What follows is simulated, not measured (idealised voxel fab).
process module | voxel wiring stack
cross-section cut | 220 nm wide | cells 5 nm
A cross-section is a grid of square cells, given in bands from the top down. A band is one or more rows of cells.
Each band's line starts with the height of the band's top and of its bottom, in nm. Then come its materials from left to right, each with its width in nm. One material with "throughout" fills the band from edge to edge. "air" is empty space.
Height 0 is the level under which the wafer as received is all one material. The lowest band goes on downwards, as in "0 down".
A width such as "30 to 40" changes by the same amount from each row of cells to the next, from the band's top row to its bottom row.
"no change" after a step means that no cell of the cross-section changed.
closed voids: empty space of 8 cells or more with no open way to the top, each as width x height at its distance from the left edge, in nm
after a step's settings: what the simulator itself notes on the step
overlay nm, on a step with a mask: how far to the right of its planned place the mask lay; to the left if negative
plan
1 op RECEIVE | material Si
2 op CONFORMAL_DEP | material SiO2 | thk nm 15
3 op DIRECTIONAL_DEP | material TiN | thk nm 5
4 op DIRECTIONAL_DEP | material W | thk nm 15
5 op DIRECTIONAL_DEP | material aC | thk nm 10
6 op PATTERN | tone cover | mask id METAL_1 | material resist | width nm 25 | pitch nm 40 | thk nm 30 | overlay nm 0
7 op DIRECTIONAL_ETCH | etch materials aC | depth nm 10
8 op STRIP | etch materials resist
9 op DIRECTIONAL_ETCH | etch materials W | depth nm 15
10 op DIRECTIONAL_ETCH | etch materials TiN | depth nm 5
11 op STRIP | etch materials aC
12 op CONFORMAL_DEP | material SiCN | thk nm 5
13 op FILL_DEP | material SiO2 | thk nm 5
14 op CMP | height nm 35
15 op CONFORMAL_DEP | material SiCN | thk nm 5
16 op DIRECTIONAL_DEP | material SiO2 | thk nm 30
17 op DIRECTIONAL_DEP | material aC | thk nm 10
18 op PATTERN | tone open | mask id METAL_2 | material resist | width nm 15 | pitch nm 40 | thk nm 30 | overlay nm 0
19 op DIRECTIONAL_ETCH | etch materials aC | depth nm 10
20 op STRIP | etch materials resist
21 op DIRECTIONAL_ETCH | etch materials SiO2 | depth nm 15
22 op STRIP | etch materials aC
23 op MASKED_ETCH | tone open | mask id METAL_2_HOLES | width nm 15 | pitch nm 40 | etch materials SiO2 | depth nm 15 | overlay nm 0
24 op MASKED_ETCH | tone open | mask id METAL_2_HOLES | width nm 15 | pitch nm 40 | etch materials SiCN | depth nm 5 | overlay nm 0
25 op CONFORMAL_DEP | material TiN | thk nm 5
26 op FILL_DEP | material Cu | thk nm 10
27 op CMP | height nm 70
28 op CONFORMAL_DEP | material SiN | thk nm 5
varied across the wafers: width nm of step 18. The plan shows the first wafer's value. All wafers start alike
first wafer as received, after step 1
  0 down: Si throughout
  closed voids: none
each wafer at the end: cells of each material gained (+) or lost (-) since it was received, then its closed voids
width nm 15 | +8 Cu | +86 SiCN | +44 SiN | +450 SiO2 | +42 TiN | +30 W | closed voids: none
width nm 20 | +12 Cu | +86 SiCN | +44 SiN | +444 SiO2 | +44 TiN | +30 W | closed voids: none
width nm 25 | +20 Cu | +84 SiCN | +44 SiN | +438 SiO2 | +44 TiN | +30 W | closed voids: none
